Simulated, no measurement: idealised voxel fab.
Process module, titled voxel ribs on slabs
Cross-sectional view cut (width: 270 nm; square cell size: 5 nm).
Square cells in a grid make up a cross-section in this document, and the grid is given as bands, listed from the top down, each one or more rows of cells.
The band entry comprises the height of the band's top followed by the height of its bottom, expressed in nm, and subsequently the band's materials from left to right, each stated together with its width in nm. Where a single material is marked with the word "throughout", that material fills the band from edge to edge. The word "empty" represents empty space.
Below 0: as-received wafer, all one material; heights counted from there. Lowest band: no bottom, goes on down, written "0..down".
The expression "30->40" gives the width at the extremes of the band, the first number at its top row of cells and the second at its bottom row, with the width changing by equal amounts from each row to the next in between.
"no modification" -> step changed no cross-section cell.
Any empty space of 8 cells or more lacking an open way to the top shows up in "Closed-off voids" as width x height at distance, distance from the left edge, in nm.
Heads up: the bit after the settings on a step's line is the simulator's remark on that step.
"overlay nm", when on a step's line for a step with a mask, measures how far to the right of its planned place the mask lay; a negative measure means to the left.

### The following list gives the planned process steps
- 1: op RECEIVE | material Si
- 2: op DIRECTIONAL_DEP | material SiO2 | thk nm 25
- 3: op DIRECTIONAL_DEP | material polySi | thk nm 15
- 4: op MASKED_ETCH | tone cover | mask id RIB | width nm 20 | etch materials polySi | depth nm 5 | overlay nm 0
- 5: op MASKED_ETCH | tone cover | mask id SLAB | width nm 80 | etch materials polySi | depth nm 10 | overlay nm 0
- 6: op FILL_DEP | material SiO2 | thk nm 15
- 7: op CMP | height nm 50
- 8: op DIRECTIONAL_DEP | material TiN | thk nm 10
- 9: op DIRECTIONAL_DEP | material aC | thk nm 10
- 10: op PATTERN | tone cover | mask id HEATER | material resist | width nm 30 | thk nm 25 | overlay nm 0
- 11: op DIRECTIONAL_ETCH | etch materials aC | depth nm 10
- 12: op STRIP | etch materials resist
- 13: op DIRECTIONAL_ETCH | etch materials TiN | depth nm 10
- 14: op STRIP | etch materials aC
- 15: op CONFORMAL_DEP | material SiN | thk nm 5

### Cross-section of the wafer at receipt, which is the condition after step 1
- 0..down: Si throughout
- Closed-off voids: none

### Wafer cross-section at module end: first of two, run to plan
- 65..60: 115 nm empty, 40 nm SiN, 115 nm empty
- 60..55: 115 nm empty, 5 nm SiN, 30 nm TiN, 5 nm SiN, 115 nm empty
- 55..50: 120 nm SiN, 30 nm TiN, 120 nm SiN
- 50..40: SiO2 throughout
- 40..35: 125 nm SiO2, 20 nm polySi, 125 nm SiO2
- 35..25: 95 nm SiO2, 80 nm polySi, 95 nm SiO2
- 25..0: SiO2 throughout
- 0..down: Si throughout
- Closed-off voids: none

### Wafer two, end of module, cross-section. Same start, same plan as wafer one. One mistake in the run
- 60..50: 120 nm empty, 30 nm TiN, 120 nm empty
- 50..40: SiO2 throughout
- 40..35: 125 nm SiO2, 20 nm polySi, 125 nm SiO2
- 35..25: 95 nm SiO2, 80 nm polySi, 95 nm SiO2
- 25..0: SiO2 throughout
- 0..down: Si throughout
- Closed-off voids: none
Error vs. plan: step 15 of the plan was bypassed and not carried out
Counted in cells at the end, the second wafer holds more or fewer of these materials than the first: 58 fewer of SiN
